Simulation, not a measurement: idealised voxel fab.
Title: Process Module voxel spacer lines
cross-section cut | 255 nm wide | cells 5 nm
A cross-section in this document is a grid of square cells, and it is written down as bands, the top band listed before the ones below it; a band is made up of one or more rows of cells. Look at the band entry: it leads with the top's height and the bottom's height in nm. Then it lists the materials left to right, with a width in nm for each. The word "full width" on a single material says that material fills the band edge to edge. The word "air" is empty space. Heights are expressed relative to 0, this being the level below which the as-received wafer comprises one material exclusively. The lowest band is unbounded in the downward direction and is denoted as in "from 0 down". Width "30->40": first value at the band's top row of cells, second value at its bottom row, equal change from row to row. What does "changes: none" mean for a step? It means no cell of the cross-section changed in that step. Voids not open to the top, 8 cells minimum: see "Voids lacking openings". Written width x height at distance; distance is from the left edge; nm. On a step's line, text after the settings is the simulator commenting on that step. overlay nm: where the mask lay relative to plan, measured to the right, on steps with a mask; negatives go left.

Intended process steps:
1,RECEIVE (material Si)
2,CONFORMAL_DEP (material Al2O3; thk nm 10)
3,DIRECTIONAL_DEP (material W; thk nm 15)
4,DIRECTIONAL_DEP (material aC; thk nm 30)
5,PATTERN (tone cover; mask id MANDREL; material resist; width nm 25; pitch nm 80; thk nm 40; overlay nm 0)
6,DIRECTIONAL_ETCH (etch materials aC; depth nm 30)
7,STRIP (etch materials resist)
8,CONFORMAL_DEP (material SiN; thk nm 5)
9,DIRECTIONAL_ETCH (etch materials SiN; depth nm 15)
10,STRIP (etch materials aC)
11,DIRECTIONAL_ETCH (etch materials W; depth nm 15)
12,STRIP (etch materials SiN)
The plan shows the thk nm of step 8 as the first wafer had it; this setting differs between the wafers, which start out alike.

Sectional view: first of several wafers, as received, after step 1:
from 0 down: Si full width
Voids lacking openings: none

Each row below is a wafer at the end of the module, listing for every material the number of cells it has gained (+) or lost (-) since it was received, followed by its closed voids:
thk nm 5 | +102 Al2O3 | +18 W | Voids lacking openings: none
thk nm 10 | +102 Al2O3 | +36 W | Voids lacking openings: none
thk nm 15 | +102 Al2O3 | +54 W | Voids lacking openings: none
thk nm 20 | +102 Al2O3 | +153 W | +90 aC | Voids lacking openings: none
thk nm 25 | +102 Al2O3 | +153 W | +90 aC | Voids lacking openings: none
thk nm 30 | +102 Al2O3 | +153 W | +90 aC | Voids lacking openings: none
